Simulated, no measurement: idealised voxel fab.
process module | voxel wiring stack
cross-section cut | 280 nm wide | cells 5 nm
A cross-section is a grid of square cells, given in bands from the top down. A band is one or more rows of cells.
Each band's line starts with the height of the band's top and of its bottom, in nm. Then come its materials from left to right, each with its width in nm. One material with "throughout" fills the band from edge to edge. "air" is empty space.
Height 0 is the level under which the wafer as received is all one material. The lowest band goes on downwards, as in "0 down".
A width such as "30 to 40" changes by the same amount from each row of cells to the next, from the band's top row to its bottom row.
"no change" after a step means that no cell of the cross-section changed.
closed voids: empty space of 8 cells or more with no open way to the top, each as width x height at its distance from the left edge, in nm
after a step's settings: what the simulator itself notes on the step
overlay nm, on a step with a mask: how far to the right of its planned place the mask lay; to the left if negative
Each pair below shows a cross-section before one step and the cross-section after it, down to the lowest band that changed. The line under each pair gives the step between them, with its settings. The pairs can come from different runs of this module on the same starting wafer, so a pair continues from the pair above only where its "before" says so.
before
  170 to 150: air 55 | Ru 15 | air 40 | Ru 15 | air 40 | Ru 15 | air 40 | Ru 15 | air 45
  150 to 145: air 40 | Ru 30 | air 25 | Ru 30 | air 25 | Ru 30 | air 25 | Ru 30 | air 45
  145 to 140: TiN 40 | Ru 15 | TiN 40 | Ru 15 | TiN 40 | Ru 15 | TiN 40 | Ru 15 | TiN 60
  140 to 125: SiO2 40 | Ru 15 | SiO2 40 | Ru 15 | SiO2 40 | Ru 15 | SiO2 40 | Ru 15 | SiO2 60
  125 to 120: SiO2 40 | TiN 15 | SiO2 40 | TiN 15 | SiO2 40 | TiN 15 | SiO2 40 | TiN 15 | SiO2 60
  120 to 100: SiO2 throughout
  100 to 95: SiCN throughout
  95 to 70: lowk 35 | SiCN 5 | W 30 | SiCN 5 | lowk 15 | SiCN 5 | W 30 | SiCN 5 | lowk 15 | SiCN 5 | W 30 | SiCN 5 | lowk 15 | SiCN 5 | W 30 | SiCN 5 | lowk 40
  70 to 65: SiCN 40 | TiN 30 | SiCN 25 | TiN 30 | SiCN 25 | TiN 30 | SiCN 25 | TiN 30 | SiCN 45
  65 to 50: lowk 40 | Ru 15 | lowk 95 | Ru 15 | lowk 115
  50 to 45: SiCN 40 | Ru 15 | SiCN 95 | Ru 15 | SiCN 115
  45 to 40: SiCN 35 | Ru 40 | SiCN 15 | Ru 40 | SiCN 15 | Ru 40 | SiCN 15 | Ru 40 | SiCN 40
  40 to 15: lowk 40 | TiN 5 | Ru 20 | TiN 5 | lowk 25 | TiN 5 | Ru 20 | TiN 5 | lowk 25 | TiN 5 | Ru 20 | TiN 5 | lowk 25 | TiN 5 | Ru 20 | TiN 5 | lowk 45
  15 to 10: SiCN 40 | TiN 30 | SiCN 25 | TiN 30 | SiCN 25 | TiN 30 | SiCN 25 | TiN 30 | SiCN 45
  10 to 0: SiO2 throughout
  0 down: Si throughout
  closed voids: none
after
  170 to 150: air 55 | Ru 15 | air 40 | Ru 15 | air 40 | Ru 15 | air 40 | Ru 15 | air 45
  150 to 145: air 40 | Ru 30 | air 25 | Ru 30 | air 25 | Ru 30 | air 25 | Ru 30 | air 45
  145 to 140: air 40 | Ru 15 | TiN 15 | air 25 | Ru 15 | TiN 15 | air 25 | Ru 15 | TiN 15 | air 25 | Ru 15 | TiN 15 | air 45
  below 140: unchanged
  closed voids: none
the step between: op MASKED_ETCH | tone cover | mask id METAL_3 | width nm 30 | pitch nm 55 | etch materials TiN | depth nm 5 | overlay nm 0
before: the cross-section after the pair above
after
  175 to 170: lowk throughout
  170 to 150: lowk 55 | Ru 15 | lowk 40 | Ru 15 | lowk 40 | Ru 15 | lowk 40 | Ru 15 | lowk 45
  150 to 145: lowk 40 | Ru 30 | lowk 25 | Ru 30 | lowk 25 | Ru 30 | lowk 25 | Ru 30 | lowk 45
  145 to 140: lowk 40 | Ru 15 | TiN 15 | lowk 25 | Ru 15 | TiN 15 | lowk 25 | Ru 15 | TiN 15 | lowk 25 | Ru 15 | TiN 15 | lowk 45
  below 140: unchanged
  closed voids: none
the step between: op FILL_DEP | material lowk | thk nm 5
before: the cross-section after the pair above
after
  150 to 145: lowk 40 | Ru 30 | lowk 25 | Ru 30 | lowk 25 | Ru 30 | lowk 25 | Ru 30 | lowk 45
  below 145: unchanged
  closed voids: none
the step between: op CMP | height nm 150
before: the cross-section after the pair above
after
  155 to 150: SiN throughout
  below 150: unchanged
  closed voids: none
the step between: op CONFORMAL_DEP | material SiN | thk nm 5
before
  10 to 0: SiO2 throughout
  0 down: Si throughout
  closed voids: none
after
  35 to 10: lowk throughout
  below 10: unchanged
  closed voids: none
the step between: op DIRECTIONAL_DEP | material lowk | thk nm 25
before: the cross-section after the pair above
after
  40 to 35: SiCN throughout
  below 35: unchanged
  closed voids: none
the step between: op CONFORMAL_DEP | material SiCN | thk nm 5
before: the cross-section after the pair above
after
  50 to 40: aC throughout
  below 40: unchanged
  closed voids: none
the step between: op DIRECTIONAL_DEP | material aC | thk nm 10
before: the cross-section after the pair above
after
  80 to 50: resist 40 | air 30 | resist 25 | air 30 | resist 25 | air 30 | resist 25 | air 30 | resist 45
  below 50: unchanged
  closed voids: none
the step between: op PATTERN | tone open | mask id METAL_1 | material resist | width nm 30 | pitch nm 55 | thk nm 30 | overlay nm 0
before: the cross-section after the pair above
after
  70 to 50: resist 40 | air 30 | resist 25 | air 30 | resist 25 | air 30 | resist 25 | air 30 | resist 45
  50 to 40: aC 40 | air 30 | aC 25 | air 30 | aC 25 | air 30 | aC 25 | air 30 | aC 45
  below 40: unchanged
  closed voids: none
the step between: op DIRECTIONAL_ETCH | etch materials aC | depth nm 10
before: the cross-section after the pair above
after
  50 to 40: aC 40 | air 30 | aC 25 | air 30 | aC 25 | air 30 | aC 25 | air 30 | aC 45
  below 40: unchanged
  closed voids: none
the step between: op STRIP | etch materials resist
before: the cross-section after the pair above
after
  50 to 40: aC 40 | air 30 | aC 25 | air 30 | aC 25 | air 30 | aC 25 | air 30 | aC 45
  40 to 35: SiCN 40 | air 30 | SiCN 25 | air 30 | SiCN 25 | air 30 | SiCN 25 | air 30 | SiCN 45
  below 35: unchanged
  closed voids: none
the step between: op DIRECTIONAL_ETCH | etch materials SiCN | depth nm 5
before: the cross-section after the pair above
after
  40 to 35: SiCN 40 | air 30 | SiCN 25 | air 30 | SiCN 25 | air 30 | SiCN 25 | air 30 | SiCN 45
  below 35: unchanged
  closed voids: none
the step between: op STRIP | etch materials aC
before: the cross-section after the pair above
after
  45 to 40: TiN 45 | air 20 | TiN 35 | air 20 | TiN 35 | air 20 | TiN 35 | air 20 | TiN 50
  40 to 35: SiCN 40 | TiN 30 | SiCN 25 | TiN 30 | SiCN 25 | TiN 30 | SiCN 25 | TiN 30 | SiCN 45
  below 35: unchanged
  closed voids: none
the step between: op CONFORMAL_DEP | material TiN | thk nm 5
before: the cross-section after the pair above
after
  50 to 45: Ru throughout
  45 to 40: TiN 45 | Ru 20 | TiN 35 | Ru 20 | TiN 35 | Ru 20 | TiN 35 | Ru 20 | TiN 50
  below 40: unchanged
  closed voids: none
the step between: op FILL_DEP | material Ru | thk nm 5
before: the cross-section after the pair above
after
  40 to 35: SiCN 40 | TiN 30 | SiCN 25 | TiN 30 | SiCN 25 | TiN 30 | SiCN 25 | TiN 30 | SiCN 45
  below 35: unchanged
  closed voids: none
the step between: op CMP | height nm 40
before: the cross-section after the pair above
after
  45 to 40: air 35 | Ru 40 | air 15 | Ru 40 | air 15 | Ru 40 | air 15 | Ru 40 | air 40
  below 40: unchanged
  closed voids: none
the step between: op EPI | material Ru | thk nm 5
before: the cross-section after the pair above
after
  50 to 45: SiCN throughout
  45 to 40: SiCN 35 | Ru 40 | SiCN 15 | Ru 40 | SiCN 15 | Ru 40 | SiCN 15 | Ru 40 | SiCN 40
  below 40: unchanged
  closed voids: none
the step between: op FILL_DEP | material SiCN | thk nm 5
before: the cross-section after the pair above
after
  65 to 50: lowk throughout
  below 50: unchanged
  closed voids: none
the step between: op DIRECTIONAL_DEP | material lowk | thk nm 15
before: the cross-section after the pair above
after
  80 to 65: aC throughout
  below 65: unchanged
  closed voids: none
the step between: op DIRECTIONAL_DEP | material aC | thk nm 15
before: the cross-section after the pair above
after
  115 to 80: resist 40 | air 15 | resist 95 | air 15 | resist 115
  below 80: unchanged
  closed voids: none
the step between: op PATTERN | tone open | mask id PLUG_1 | material resist | width nm 15 | pitch nm 110 | thk nm 35 | overlay nm 0
before: the cross-section after the pair above
after
  100 to 80: resist 40 | air 15 | resist 95 | air 15 | resist 115
  80 to 65: aC 40 | air 15 | aC 95 | air 15 | aC 115
  below 65: unchanged
  closed voids: none
the step between: op DIRECTIONAL_ETCH | etch materials aC | depth nm 15
before: the cross-section after the pair above
after
  80 to 65: aC 40 | air 15 | aC 95 | air 15 | aC 115
  below 65: unchanged
  closed voids: none
the step between: op STRIP | etch materials resist
before: the cross-section after the pair above
after
  80 to 65: aC 40 | air 15 | aC 95 | air 15 | aC 115
  65 to 50: lowk 40 | air 15 | lowk 95 | air 15 | lowk 115
  below 50: unchanged
  closed voids: none
the step between: op DIRECTIONAL_ETCH | etch materials lowk | depth nm 15
before: the cross-section after the pair above
after
  80 to 65: aC 40 | air 15 | aC 95 | air 15 | aC 115
  65 to 50: lowk 40 | air 15 | lowk 95 | air 15 | lowk 115
  50 to 45: SiCN 40 | air 15 | SiCN 95 | air 15 | SiCN 115
  below 45: unchanged
  closed voids: none
the step between: op DIRECTIONAL_ETCH | etch materials SiCN | depth nm 5
before: the cross-section after the pair above
after
  65 to 50: lowk 40 | air 15 | lowk 95 | air 15 | lowk 115
  below 50: unchanged
  closed voids: none
the step between: op STRIP | etch materials aC
before: the cross-section after the pair above
after
  65 to 55: lowk 40 | air 15 | lowk 95 | air 15 | lowk 115
  55 to 50: lowk 40 | Ru 15 | lowk 95 | Ru 15 | lowk 115
  50 to 45: SiCN 40 | Ru 15 | SiCN 95 | Ru 15 | SiCN 115
  below 45: unchanged
  closed voids: none
the step between: op EPI | material Ru | thk nm 10
before: the cross-section after the pair above
after
  65 to 50: lowk 40 | Ru 15 | lowk 95 | Ru 15 | lowk 115
  below 50: unchanged
  closed voids: none
the step between: op EPI | material Ru | thk nm 10
before: the cross-section after the pair above
after
  70 to 65: TiN throughout
  below 65: unchanged
  closed voids: none
the step between: op DIRECTIONAL_DEP | material TiN | thk nm 5
before: the cross-section after the pair above
after
  95 to 70: W throughout
  below 70: unchanged
  closed voids: none
the step between: op DIRECTIONAL_DEP | material W | thk nm 25
before: the cross-section after the pair above
after
  105 to 95: aC throughout
  below 95: unchanged
  closed voids: none
the step between: op DIRECTIONAL_DEP | material aC | thk nm 10
before: the cross-section after the pair above
after
  135 to 105: air 40 | resist 30 | air 25 | resist 30 | air 25 | resist 30 | air 25 | resist 30 | air 45
  below 105: unchanged
  closed voids: none
the step between: op PATTERN | tone cover | mask id METAL_2 | material resist | width nm 30 | pitch nm 55 | thk nm 30 | overlay nm 0
before: the cross-section after the pair above
after
  125 to 105: air 40 | resist 30 | air 25 | resist 30 | air 25 | resist 30 | air 25 | resist 30 | air 45
  105 to 95: air 40 | aC 30 | air 25 | aC 30 | air 25 | aC 30 | air 25 | aC 30 | air 45
  below 95: unchanged
  closed voids: none
the step between: op DIRECTIONAL_ETCH | etch materials aC | depth nm 10
before: the cross-section after the pair above
after
  105 to 95: air 40 | aC 30 | air 25 | aC 30 | air 25 | aC 30 | air 25 | aC 30 | air 45
  below 95: unchanged
  closed voids: none
the step between: op STRIP | etch materials resist
before: the cross-section after the pair above
after
  105 to 95: air 40 | aC 30 | air 25 | aC 30 | air 25 | aC 30 | air 25 | aC 30 | air 45
  95 to 70: air 40 | W 30 | air 25 | W 30 | air 25 | W 30 | air 25 | W 30 | air 45
  below 70: unchanged
  closed voids: none
the step between: op DIRECTIONAL_ETCH | etch materials W | depth nm 25
before: the cross-section after the pair above
after
  105 to 95: air 40 | aC 30 | air 25 | aC 30 | air 25 | aC 30 | air 25 | aC 30 | air 45
  95 to 70: air 40 | W 30 | air 25 | W 30 | air 25 | W 30 | air 25 | W 30 | air 45
  70 to 65: air 40 | TiN 30 | air 25 | TiN 30 | air 25 | TiN 30 | air 25 | TiN 30 | air 45
  below 65: unchanged
  closed voids: none
the step between: op DIRECTIONAL_ETCH | etch materials TiN | depth nm 5
before: the cross-section after the pair above
after
  95 to 70: air 40 | W 30 | air 25 | W 30 | air 25 | W 30 | air 25 | W 30 | air 45
  below 70: unchanged
  closed voids: none
the step between: op STRIP | etch materials aC
before: the cross-section after the pair above
after
  100 to 95: air 35 | SiCN 40 | air 15 | SiCN 40 | air 15 | SiCN 40 | air 15 | SiCN 40 | air 40
  95 to 70: air 35 | SiCN 5 | W 30 | SiCN 5 | air 15 | SiCN 5 | W 30 | SiCN 5 | air 15 | SiCN 5 | W 30 | SiCN 5 | air 15 | SiCN 5 | W 30 | SiCN 5 | air 40
  70 to 65: SiCN 40 | TiN 30 | SiCN 25 | TiN 30 | SiCN 25 | TiN 30 | SiCN 25 | TiN 30 | SiCN 45
  below 65: unchanged
  closed voids: none
the step between: op CONFORMAL_DEP | material SiCN | thk nm 5
before: the cross-section after the pair above
after
  105 to 100: lowk throughout
  100 to 95: lowk 35 | SiCN 40 | lowk 15 | SiCN 40 | lowk 15 | SiCN 40 | lowk 15 | SiCN 40 | lowk 40
  95 to 70: lowk 35 | SiCN 5 | W 30 | SiCN 5 | lowk 15 | SiCN 5 | W 30 | SiCN 5 | lowk 15 | SiCN 5 | W 30 | SiCN 5 | lowk 15 | SiCN 5 | W 30 | SiCN 5 | lowk 40
  below 70: unchanged
  closed voids: none
the step between: op FILL_DEP | material lowk | thk nm 5
before: the cross-section after the pair above
after
  95 to 70: lowk 35 | SiCN 5 | W 30 | SiCN 5 | lowk 15 | SiCN 5 | W 30 | SiCN 5 | lowk 15 | SiCN 5 | W 30 | SiCN 5 | lowk 15 | SiCN 5 | W 30 | SiCN 5 | lowk 40
  below 70: unchanged
  closed voids: none
the step between: op CMP | height nm 95
before: the cross-section after the pair above
after
  100 to 95: SiCN throughout
  below 95: unchanged
  closed voids: none
the step between: op CONFORMAL_DEP | material SiCN | thk nm 5
before: the cross-section after the pair above
after
  120 to 100: SiO2 throughout
  below 100: unchanged
  closed voids: none
the step between: op DIRECTIONAL_DEP | material SiO2 | thk nm 20
before: the cross-section after the pair above
after
  120 to 100: SiO2 40 | air 15 | SiO2 40 | air 15 | SiO2 40 | air 15 | SiO2 40 | air 15 | SiO2 60
  below 100: unchanged
  closed voids: none
the step between: op MASKED_ETCH | tone open | mask id PLUG_2 | width nm 15 | pitch nm 55 | etch materials SiO2 | depth nm 20 | overlay nm 0
before: the cross-section after the pair above
after
  120 to 100: SiO2 40 | air 15 | SiO2 40 | air 15 | SiO2 40 | air 15 | SiO2 40 | air 15 | SiO2 60
  100 to 95: SiCN 40 | air 15 | SiCN 40 | air 15 | SiCN 40 | air 15 | SiCN 40 | air 15 | SiCN 60
  below 95: unchanged
  closed voids: none
the step between: op MASKED_ETCH | tone open | mask id PLUG_2 | width nm 15 | pitch nm 55 | etch materials SiCN | depth nm 5 | overlay nm 0
before: the cross-section after the pair above
after
  120 to 105: SiO2 40 | air 15 | SiO2 40 | air 15 | SiO2 40 | air 15 | SiO2 40 | air 15 | SiO2 60
  105 to 100: SiO2 40 | Ru 15 | SiO2 40 | Ru 15 | SiO2 40 | Ru 15 | SiO2 40 | Ru 15 | SiO2 60
  100 to 95: SiCN 40 | Ru 15 | SiCN 40 | Ru 15 | SiCN 40 | Ru 15 | SiCN 40 | Ru 15 | SiCN 60
  below 95: unchanged
  closed voids: none
the step between: op EPI | material Ru | thk nm 10
before: the cross-section after the pair above
after
  120 to 115: SiO2 40 | air 15 | SiO2 40 | air 15 | SiO2 40 | air 15 | SiO2 40 | air 15 | SiO2 60
  115 to 100: SiO2 40 | Ru 15 | SiO2 40 | Ru 15 | SiO2 40 | Ru 15 | SiO2 40 | Ru 15 | SiO2 60
  below 100: unchanged
  closed voids: none
the step between: op EPI | material Ru | thk nm 10
before: the cross-section after the pair above
after
  120 to 100: SiO2 40 | Ru 15 | SiO2 40 | Ru 15 | SiO2 40 | Ru 15 | SiO2 40 | Ru 15 | SiO2 60
  below 100: unchanged
  closed voids: none
the step between: op EPI | material Ru | thk nm 5
before: the cross-section after the pair above
after
  125 to 120: TiN throughout
  below 120: unchanged
  closed voids: none
the step between: op DIRECTIONAL_DEP | material TiN | thk nm 5
before: the cross-section after the pair above
after
  150 to 125: Ru throughout
  below 125: unchanged
  closed voids: none
the step between: op DIRECTIONAL_DEP | material Ru | thk nm 25
before: the cross-section after the pair above
after
  150 to 125: air 40 | Ru 30 | air 25 | Ru 30 | air 25 | Ru 30 | air 25 | Ru 30 | air 45
  below 125: unchanged
  closed voids: none
the step between: op MASKED_ETCH | tone cover | mask id METAL_3 | width nm 30 | pitch nm 55 | etch materials Ru | depth nm 25 | overlay nm 0
before: the cross-section after the pair above
after
  150 to 125: air 40 | Ru 30 | air 25 | Ru 30 | air 25 | Ru 30 | air 25 | Ru 30 | air 45
  125 to 120: air 40 | TiN 30 | air 25 | TiN 30 | air 25 | TiN 30 | air 25 | TiN 30 | air 45
  below 120: unchanged
  closed voids: none
the step between: op MASKED_ETCH | tone cover | mask id METAL_3 | width nm 30 | pitch nm 55 | etch materials TiN | depth nm 5 | overlay nm 0
before: the cross-section after the pair above
after
  155 to 150: lowk throughout
  150 to 125: lowk 40 | Ru 30 | lowk 25 | Ru 30 | lowk 25 | Ru 30 | lowk 25 | Ru 30 | lowk 45
  125 to 120: lowk 40 | TiN 30 | lowk 25 | TiN 30 | lowk 25 | TiN 30 | lowk 25 | TiN 30 | lowk 45
  below 120: unchanged
  closed voids: none
the step between: op FILL_DEP | material lowk | thk nm 5
before: the cross-section after the pair above
after
  150 to 125: lowk 40 | Ru 30 | lowk 25 | Ru 30 | lowk 25 | Ru 30 | lowk 25 | Ru 30 | lowk 45
  below 125: unchanged
  closed voids: none
the step between: op CMP | height nm 150
before: the cross-section after the pair above
after
  155 to 150: SiN throughout
  below 150: unchanged
  closed voids: none
the step between: op CONFORMAL_DEP | material SiN | thk nm 5
before
  80 to 65: aC 40 | air 15 | aC 95 | air 15 | aC 115
  65 to 50: lowk throughout
  50 to 45: SiCN throughout
  45 to 40: SiCN 35 | Ru 40 | SiCN 15 | Ru 40 | SiCN 15 | Ru 40 | SiCN 15 | Ru 40 | SiCN 40
  40 to 15: lowk 40 | TiN 5 | Ru 20 | TiN 5 | lowk 25 | TiN 5 | Ru 20 | TiN 5 | lowk 25 | TiN 5 | Ru 20 | TiN 5 | lowk 25 | TiN 5 | Ru 20 | TiN 5 | lowk 45
  15 to 10: SiCN 40 | TiN 30 | SiCN 25 | TiN 30 | SiCN 25 | TiN 30 | SiCN 25 | TiN 30 | SiCN 45
  10 to 0: SiO2 throughout
  0 down: Si throughout
  closed voids: none
after
  80 to 65: aC 40 | air 15 | aC 95 | air 15 | aC 115
  65 to 60: lowk 40 | air 15 | lowk 95 | air 15 | lowk 115
  below 60: unchanged
  closed voids: none
the step between: op DIRECTIONAL_ETCH | etch materials lowk | depth nm 5
before: the cross-section after the pair above
after
  65 to 60: lowk 40 | air 15 | lowk 95 | air 15 | lowk 115
  below 60: unchanged
  closed voids: none
the step between: op STRIP | etch materials aC
before: the cross-section after the pair above
after
  70 to 65: TiN 40 | air 15 | TiN 95 | air 15 | TiN 115
  65 to 60: lowk 40 | TiN 15 | lowk 95 | TiN 15 | lowk 115
  below 60: unchanged
  closed voids: none
the step between: op DIRECTIONAL_DEP | material TiN | thk nm 5
before: the cross-section after the pair above
after
  95 to 90: W 40 | air 15 | W 95 | air 15 | W 115
  90 to 70: W throughout
  70 to 65: TiN 40 | W 15 | TiN 95 | W 15 | TiN 115
  below 65: unchanged
  closed voids: none
the step between: op DIRECTIONAL_DEP | material W | thk nm 25
before: the cross-section after the pair above
after
  105 to 100: aC 40 | air 15 | aC 95 | air 15 | aC 115
  100 to 95: aC throughout
  95 to 90: W 40 | aC 15 | W 95 | aC 15 | W 115
  below 90: unchanged
  closed voids: none
the step between: op DIRECTIONAL_DEP | material aC | thk nm 10
before: the cross-section after the pair above
after
  135 to 105: air 40 | resist 30 | air 25 | resist 30 | air 25 | resist 30 | air 25 | resist 30 | air 45
  105 to 100: aC 40 | resist 15 | aC 95 | resist 15 | aC 115
  below 100: unchanged
  closed voids: none
the step between: op PATTERN | tone cover | mask id METAL_2 | material resist | width nm 30 | pitch nm 55 | thk nm 30 | overlay nm 0
before: the cross-section after the pair above
after
  125 to 105: air 40 | resist 30 | air 25 | resist 30 | air 25 | resist 30 | air 25 | resist 30 | air 45
  105 to 100: air 40 | resist 15 | aC 15 | air 25 | aC 30 | air 25 | resist 15 | aC 15 | air 25 | aC 30 | air 45
  100 to 95: air 40 | aC 30 | air 25 | aC 30 | air 25 | aC 30 | air 25 | aC 30 | air 45
  below 95: unchanged
  closed voids: none
the step between: op DIRECTIONAL_ETCH | etch materials aC | depth nm 10
before: the cross-section after the pair above
after
  105 to 95: air 55 to 40 | aC 15 to 30 | air 25 | aC 30 | air 40 to 25 | aC 15 to 30 | air 25 | aC 30 | air 45
  below 95: unchanged
  closed voids: none
the step between: op STRIP | etch materials resist
before: the cross-section after the pair above
after
  105 to 95: air 55 to 40 | aC 15 to 30 | air 25 | aC 30 | air 40 to 25 | aC 15 to 30 | air 25 | aC 30 | air 45
  95 to 90: air 40 | aC 15 | W 15 | air 25 | W 30 | air 25 | aC 15 | W 15 | air 25 | W 30 | air 45
  90 to 70: air 40 | W 30 | air 25 | W 30 | air 25 | W 30 | air 25 | W 30 | air 45
  below 70: unchanged
  closed voids: none
the step between: op DIRECTIONAL_ETCH | etch materials W | depth nm 25
before: the cross-section after the pair above
after
  105 to 95: air 55 to 40 | aC 15 to 30 | air 25 | aC 30 | air 40 to 25 | aC 15 to 30 | air 25 | aC 30 | air 45
  95 to 90: air 40 | aC 15 | W 15 | air 25 | W 30 | air 25 | aC 15 | W 15 | air 25 | W 30 | air 45
  90 to 70: air 40 | W 30 | air 25 | W 30 | air 25 | W 30 | air 25 | W 30 | air 45
  70 to 65: air 40 | W 15 | TiN 15 | air 25 | TiN 30 | air 25 | W 15 | TiN 15 | air 25 | TiN 30 | air 45
  below 65: unchanged
  closed voids: none
the step between: op DIRECTIONAL_ETCH | etch materials TiN | depth nm 5
before: the cross-section after the pair above
after
  95 to 90: air 55 | W 15 | air 25 | W 30 | air 40 | W 15 | air 25 | W 30 | air 45
  below 90: unchanged
  closed voids: none
the step between: op STRIP | etch materials aC
before: the cross-section after the pair above
after
  100 to 95: air 50 | SiCN 25 | air 15 | SiCN 40 | air 30 | SiCN 25 | air 15 | SiCN 40 | air 40
  95 to 90: air 35 | SiCN 20 | W 15 | SiCN 5 | air 15 | SiCN 5 | W 30 | SiCN 5 | air 15 | SiCN 20 | W 15 | SiCN 5 | air 15 | SiCN 5 | W 30 | SiCN 5 | air 40
  90 to 70: air 35 | SiCN 5 | W 30 | SiCN 5 | air 15 | SiCN 5 | W 30 | SiCN 5 | air 15 | SiCN 5 | W 30 | SiCN 5 | air 15 | SiCN 5 | W 30 | SiCN 5 | air 40
  70 to 65: SiCN 40 | W 15 | TiN 15 | SiCN 25 | TiN 30 | SiCN 25 | W 15 | TiN 15 | SiCN 25 | TiN 30 | SiCN 45
  below 65: unchanged
  closed voids: none
the step between: op CONFORMAL_DEP | material SiCN | thk nm 5
before: the cross-section after the pair above
after
  105 to 100: lowk throughout
  100 to 95: lowk 50 | SiCN 25 | lowk 15 | SiCN 40 | lowk 30 | SiCN 25 | lowk 15 | SiCN 40 | lowk 40
  95 to 90: lowk 35 | SiCN 20 | W 15 | SiCN 5 | lowk 15 | SiCN 5 | W 30 | SiCN 5 | lowk 15 | SiCN 20 | W 15 | SiCN 5 | lowk 15 | SiCN 5 | W 30 | SiCN 5 | lowk 40
  90 to 70: lowk 35 | SiCN 5 | W 30 | SiCN 5 | lowk 15 | SiCN 5 | W 30 | SiCN 5 | lowk 15 | SiCN 5 | W 30 | SiCN 5 | lowk 15 | SiCN 5 | W 30 | SiCN 5 | lowk 40
  below 70: unchanged
  closed voids: none
the step between: op FILL_DEP | material lowk | thk nm 5
before: the cross-section after the pair above
after
  95 to 90: lowk 35 | SiCN 20 | W 15 | SiCN 5 | lowk 15 | SiCN 5 | W 30 | SiCN 5 | lowk 15 | SiCN 20 | W 15 | SiCN 5 | lowk 15 | SiCN 5 | W 30 | SiCN 5 | lowk 40
  below 90: unchanged
  closed voids: none
the step between: op CMP | height nm 95
before: the cross-section after the pair above
after
  100 to 95: SiCN throughout
  below 95: unchanged
  closed voids: none
the step between: op CONFORMAL_DEP | material SiCN | thk nm 5
before: the cross-section after the pair above
after
  120 to 100: SiO2 throughout
  below 100: unchanged
  closed voids: none
the step between: op DIRECTIONAL_DEP | material SiO2 | thk nm 20
before: the cross-section after the pair above
after
  120 to 100: SiO2 40 | air 15 | SiO2 40 | air 15 | SiO2 40 | air 15 | SiO2 40 | air 15 | SiO2 60
  below 100: unchanged
  closed voids: none
the step between: op MASKED_ETCH | tone open | mask id PLUG_2 | width nm 15 | pitch nm 55 | etch materials SiO2 | depth nm 20 | overlay nm 0
before: the cross-section after the pair above
after
  120 to 100: SiO2 40 | air 15 | SiO2 40 | air 15 | SiO2 40 | air 15 | SiO2 40 | air 15 | SiO2 60
  100 to 95: SiCN 40 | air 15 | SiCN 40 | air 15 | SiCN 40 | air 15 | SiCN 40 | air 15 | SiCN 60
  below 95: unchanged
  closed voids: none
the step between: op MASKED_ETCH | tone open | mask id PLUG_2 | width nm 15 | pitch nm 55 | etch materials SiCN | depth nm 5 | overlay nm 0
before: the cross-section after the pair above
after
  120 to 105: SiO2 40 | air 15 | SiO2 40 | air 15 | SiO2 40 | air 15 | SiO2 40 | air 15 | SiO2 60
  105 to 100: SiO2 40 | air 15 | SiO2 40 | Ru 15 | SiO2 40 | air 15 | SiO2 40 | Ru 15 | SiO2 60
  100 to 95: SiCN 40 | air 15 | SiCN 40 | Ru 15 | SiCN 40 | air 15 | SiCN 40 | Ru 15 | SiCN 60
  below 95: unchanged
  closed voids: none
the step between: op EPI | material Ru | thk nm 10
before: the cross-section after the pair above
after
  120 to 115: SiO2 40 | air 15 | SiO2 40 | air 15 | SiO2 40 | air 15 | SiO2 40 | air 15 | SiO2 60
  115 to 100: SiO2 40 | air 15 | SiO2 40 | Ru 15 | SiO2 40 | air 15 | SiO2 40 | Ru 15 | SiO2 60
  below 100: unchanged
  closed voids: none
the step between: op EPI | material Ru | thk nm 10
before: the cross-section after the pair above
after
  120 to 100: SiO2 40 | air 15 | SiO2 40 | Ru 15 | SiO2 40 | air 15 | SiO2 40 | Ru 15 | SiO2 60
  below 100: unchanged
  closed voids: none
the step between: op EPI | material Ru | thk nm 5
before: the cross-section after the pair above
after
  125 to 120: TiN 40 | air 15 | TiN 95 | air 15 | TiN 115
  120 to 100: SiO2 40 | air 15 | SiO2 40 | Ru 15 | SiO2 40 | air 15 | SiO2 40 | Ru 15 | SiO2 60
  100 to 95: SiCN 40 | TiN 15 | SiCN 40 | Ru 15 | SiCN 40 | TiN 15 | SiCN 40 | Ru 15 | SiCN 60
  below 95: unchanged
  closed voids: none
the step between: op DIRECTIONAL_DEP | material TiN | thk nm 5
before: the cross-section after the pair above
after
  150 to 125: Ru 40 | air 15 | Ru 95 | air 15 | Ru 115
  125 to 120: TiN 40 | Ru 15 | TiN 95 | Ru 15 | TiN 115
  120 to 100: SiO2 40 | Ru 15 | SiO2 40 | Ru 15 | SiO2 40 | Ru 15 | SiO2 40 | Ru 15 | SiO2 60
  below 100: unchanged
  closed voids: none
the step between: op DIRECTIONAL_DEP | material Ru | thk nm 25
before: the cross-section after the pair above
after
  150 to 125: air 55 | Ru 15 | air 25 | Ru 30 | air 40 | Ru 15 | air 25 | Ru 30 | air 45
  below 125: unchanged
  closed voids: none
the step between: op MASKED_ETCH | tone cover | mask id METAL_3 | width nm 30 | pitch nm 55 | etch materials Ru | depth nm 25 | overlay nm 0
before: the cross-section after the pair above
after
  150 to 125: air 55 | Ru 15 | air 25 | Ru 30 | air 40 | Ru 15 | air 25 | Ru 30 | air 45
  125 to 120: air 40 | Ru 15 | TiN 15 | air 25 | TiN 30 | air 25 | Ru 15 | TiN 15 | air 25 | TiN 30 | air 45
  below 120: unchanged
  closed voids: none
the step between: op MASKED_ETCH | tone cover | mask id METAL_3 | width nm 30 | pitch nm 55 | etch materials TiN | depth nm 5 | overlay nm 0
before: the cross-section after the pair above
after
  155 to 150: lowk throughout
  150 to 125: lowk 55 | Ru 15 | lowk 25 | Ru 30 | lowk 40 | Ru 15 | lowk 25 | Ru 30 | lowk 45
  125 to 120: lowk 40 | Ru 15 | TiN 15 | lowk 25 | TiN 30 | lowk 25 | Ru 15 | TiN 15 | lowk 25 | TiN 30 | lowk 45
  below 120: unchanged
  closed voids: none
the step between: op FILL_DEP | material lowk | thk nm 5
before: the cross-section after the pair above
after
  150 to 125: lowk 55 | Ru 15 | lowk 25 | Ru 30 | lowk 40 | Ru 15 | lowk 25 | Ru 30 | lowk 45
  below 125: unchanged
  closed voids: none
the step between: op CMP | height nm 150
before: the cross-section after the pair above
after
  155 to 150: SiN throughout
  below 150: unchanged
  closed voids: none
the step between: op CONFORMAL_DEP | material SiN | thk nm 5
before
  50 to 40: aC throughout
  40 to 15: lowk throughout
  15 to 10: SiCN throughout
  10 to 0: SiO2 throughout
  0 down: Si throughout
  closed voids: none
after
  80 to 50: resist 35 | air 40 | resist 15 | air 40 | resist 15 | air 40 | resist 15 | air 40 | resist 40
  below 50: unchanged
  closed voids: none
the step between: op PATTERN | tone open | mask id METAL_1 | material resist | width nm 40 | pitch nm 55 | thk nm 30 | overlay nm 0
before: the cross-section after the pair above
after
  70 to 50: resist 35 | air 40 | resist 15 | air 40 | resist 15 | air 40 | resist 15 | air 40 | resist 40
  50 to 40: aC 35 | air 40 | aC 15 | air 40 | aC 15 | air 40 | aC 15 | air 40 | aC 40
  below 40: unchanged
  closed voids: none
the step between: op DIRECTIONAL_ETCH | etch materials aC | depth nm 10
before: the cross-section after the pair above
after
  50 to 40: aC 35 | air 40 | aC 15 | air 40 | aC 15 | air 40 | aC 15 | air 40 | aC 40
  below 40: unchanged
  closed voids: none
the step between: op STRIP | etch materials resist
